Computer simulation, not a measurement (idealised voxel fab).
The following process module bears the name voxel transistor to metal.
Pictured: cross-section cut, 185 nm wide, on a grid of 5 nm square cells.
Cross-section format: a grid of square cells, given as bands from top to bottom; each band is one or more rows of cells. The band entry comprises the height of the band's top followed by the height of its bottom, expressed in nm, and subsequently the band's materials from left to right, each stated together with its width in nm. Where a single material is marked with the word "throughout", that material fills the band from edge to edge. The word "blank" represents empty space. Counting heights begins at 0, where everything beneath is, in the wafer as received, one material. The lowest band has no bottom; it goes on downwards, as "0..down" shows. A width given as "30->40" starts at the first number in the band's top row and ends at the second number in its bottom row, shifting by an equal amount at every step from row to row. For the purposes of this document, the phrase "left unchanged" attached to a step denotes that no cell within the cross-section was modified by that step. This entry, "Fully closed voids", enumerates those empty regions of no fewer than 8 cells that possess no open connection to the top. Each region is reported in the form width x height at distance, the distance being taken from the left edge, with all three quantities expressed in nm. What comes after the settings on a step's line is commentary from the simulator itself on that step. overlay nm: where the mask lay relative to plan, measured to the right, on steps with a mask; negatives go left.

LISTED BELOW ARE THE PROCESS STEPS AS PLANNED
1 RECEIVE (material Si)
2 CONFORMAL_DEP (material SiO2; thk nm 5)
3 CONFORMAL_DEP (material SiN; thk nm 10)
4 MASKED_ETCH (tone cover; mask id ACTIVE; width nm 95; etch materials SiN; depth nm 10; overlay nm 0)
5 MASKED_ETCH (tone cover; mask id ACTIVE; width nm 95; etch materials SiO2; depth nm 5; overlay nm 0)
6 MASKED_ETCH (tone cover; mask id ACTIVE; width nm 95; etch materials Si; depth nm 30; overlay nm 0)
7 FILL_DEP (material SiO2; thk nm 10)
8 CMP (height nm 15)
9 SELECTIVE_ETCH (etch materials SiO2; depth nm 5)
10 STRIP (etch materials SiN)
11 SELECTIVE_ETCH (etch materials SiO2; depth nm 5)
12 OXIDIZE (depth nm 5)
13 DIRECTIONAL_DEP (material polySi; thk nm 30)
14 DIRECTIONAL_DEP (material SiCN; thk nm 10)
15 MASKED_ETCH (tone cover; mask id GATE; width nm 15; etch materials SiCN; depth nm 20; overlay nm -10)
16 MASKED_ETCH (tone cover; mask id GATE; width nm 15; etch materials polySi; depth nm 40; overlay nm 0)
17 CONFORMAL_DEP (material SiN; thk nm 10)
18 DIRECTIONAL_ETCH (etch materials SiN; depth nm 10)
19 DIRECTIONAL_ETCH (etch materials SiO2; depth nm 5)
20 DIRECTIONAL_ETCH (etch materials Si; depth nm 10)
21 EPI (material nSi; thk nm 10)
22 FILL_DEP (material SiO2; thk nm 10)
23 CMP (height nm 40)
24 DIRECTIONAL_DEP (material SiO2; thk nm 10)
25 PATTERN (tone open; mask id CONTACT; material resist; width nm 30; pitch nm 55; thk nm 20; overlay nm 0)
26 DIRECTIONAL_ETCH (etch materials SiO2; depth nm 55)
27 STRIP (etch materials resist)
28 CONFORMAL_DEP (material TiN; thk nm 5)
29 FILL_DEP (material Ru; thk nm 5)
30 CMP (height nm 50)
31 DIRECTIONAL_DEP (material TiN; thk nm 5)
32 DIRECTIONAL_DEP (material W; thk nm 15)
33 PATTERN (tone cover; mask id METAL_1; material resist; width nm 20; pitch nm 65; thk nm 20; overlay nm 0)
34 DIRECTIONAL_ETCH (etch materials W; depth nm 15)
35 DIRECTIONAL_ETCH (etch materials TiN; depth nm 5)
36 STRIP (etch materials resist)
37 CONFORMAL_DEP (material SiCN; thk nm 5)
38 FILL_DEP (material SiO2; thk nm 5)
39 CMP (height nm 70)
40 CONFORMAL_DEP (material SiN; thk nm 5)
Variable across wafers: step 15 overlay nm (plan value is that of the first wafer; starting state common to all).

CROSS-SECTION OF THE FIRST OF SEVERAL RECEIVED WAFERS, SHOWING ITS STATE AFTER STEP 1
    0..down: Si throughout
    Fully closed voids: none

HERE'S THE FIRST OF SEVERAL WAFERS IN CROSS-SECTION, END OF THE MODULE, AFTER THE LAST STEP, STEP 40
    75..70: SiN throughout
    70..55: 45 of SiO2, then 5 of SiCN, then 20 of W, then 5 of SiCN, then 35 of SiO2, then 5 of SiCN, then 20 of W, then 5 of SiCN, then 45 of SiO2
    55..50: 50 of SiCN, then 20 of TiN, then 45 of SiCN, then 20 of TiN, then 50 of SiCN
    50..40: 50 of SiO2, then 5 of TiN, then 20->5 of Ru, then 5->20 of TiN, then 25 of SiO2, then 5 of TiN, then 20 of Ru, then 5 of TiN, then 50 of SiO2
    40..30: 50 of SiO2, then 5 of TiN, then 5 of Ru, then 5 of TiN, then 10 of SiN, then 15 of SiCN, then 10 of SiN, then 5 of SiO2, then 5->10 of TiN, then 20->15 of Ru, then 5 of TiN, then 50 of SiO2
    30..10: 50 of SiO2, then 5 of TiN, then 5 of Ru, then 5 of TiN, then 10 of SiN, then 25 of polySi, then 10 of SiN, then 5 of TiN, then 15 of Ru, then 5 of TiN, then 50 of SiO2
    10..5: 50 of SiO2, then 15 of TiN, then 10 of SiN, then 25 of polySi, then 10 of SiN, then 25 of TiN, then 50 of SiO2
    5..0: 40 of SiO2, then 10 of SiN, then 15 of nSi, then 10 of SiN, then 25 of polySi, then 10 of SiN, then 10 of nSi, then 5 of TiN, then 10 of nSi, then 10 of SiN, then 40 of SiO2
    0..-5: 50 of SiO2, then 15 of nSi, then 45 of SiO2, then 10 of nSi, then 5 of TiN, then 10 of nSi, then 50 of SiO2
    -5..-15: 45 of SiO2, then 5 of Si, then 15 of nSi, then 45 of Si, then 25 of nSi, then 5 of Si, then 45 of SiO2
    -15..-30: 45 of SiO2, then 95 of Si, then 45 of SiO2
    -30..down: Si throughout
    Fully closed voids: none

A CROSS-SECTION THROUGH THE LAST WAFER AT THE CLOSE OF THE MODULE
    75..70: SiN throughout
    70..55: 45 of SiO2, then 5 of SiCN, then 20 of W, then 5 of SiCN, then 35 of SiO2, then 5 of SiCN, then 20 of W, then 5 of SiCN, then 45 of SiO2
    55..50: 50 of SiCN, then 20 of TiN, then 45 of SiCN, then 20 of TiN, then 50 of SiCN
    50..40: 50 of SiO2, then 5 of TiN, then 20 of Ru, then 5 of TiN, then 25 of SiO2, then 5->20 of TiN, then 20->5 of Ru, then 5 of TiN, then 50 of SiO2
    40..30: 50 of SiO2, then 5 of TiN, then 20->15 of Ru, then 5->10 of TiN, then 5 of SiO2, then 10 of SiN, then 15 of SiCN, then 10 of SiN, then 5 of TiN, then 5 of Ru, then 5 of TiN, then 50 of SiO2
    30..10: 50 of SiO2, then 5 of TiN, then 15 of Ru, then 5 of TiN, then 10 of SiN, then 25 of polySi, then 10 of SiN, then 5 of TiN, then 5 of Ru, then 5 of TiN, then 50 of SiO2
    10..5: 50 of SiO2, then 25 of TiN, then 10 of SiN, then 25 of polySi, then 10 of SiN, then 15 of TiN, then 50 of SiO2
    5..0: 40 of SiO2, then 10 of SiN, then 10 of nSi, then 5 of TiN, then 10 of nSi, then 10 of SiN, then 25 of polySi, then 10 of SiN, then 15 of nSi, then 10 of SiN, then 40 of SiO2
    0..-5: 50 of SiO2, then 10 of nSi, then 5 of TiN, then 10 of nSi, then 45 of SiO2, then 15 of nSi, then 50 of SiO2
    -5..-15: 45 of SiO2, then 5 of Si, then 25 of nSi, then 45 of Si, then 15 of nSi, then 5 of Si, then 45 of SiO2
    -15..-30: 45 of SiO2, then 95 of Si, then 45 of SiO2
    -30..down: Si throughout
    Fully closed voids: none

WHERE EACH WAFER STANDS AT THE END OF THE MODULE, A ROW APIECE: CELLS OF EACH MATERIAL GAINED (+) OR LOST (-) SINCE IT WAS RECEIVED, THEN CLOSED VOIDS
overlay nm -10, +38 Ru, -143 Si, +47 SiCN, +73 SiN, +402 SiO2, +54 TiN, +24 W, +30 nSi, +30 polySi, Fully closed voids: none
overlay nm -5, +45 Ru, -145 Si, +47 SiCN, +73 SiN, +399 SiO2, +54 TiN, +24 W, +34 nSi, +24 polySi, Fully closed voids: none
overlay nm 0, +50 Ru, -147 Si, +47 SiCN, +73 SiN, +398 SiO2, +56 TiN, +24 W, +36 nSi, +18 polySi, Fully closed voids: none
overlay nm 5, +45 Ru, -145 Si, +47 SiCN, +73 SiN, +399 SiO2, +54 TiN, +24 W, +34 nSi, +24 polySi, Fully closed voids: none
overlay nm 10, +38 Ru, -143 Si, +47 SiCN, +73 SiN, +402 SiO2, +54 TiN, +24 W, +30 nSi, +30 polySi, Fully closed voids: none
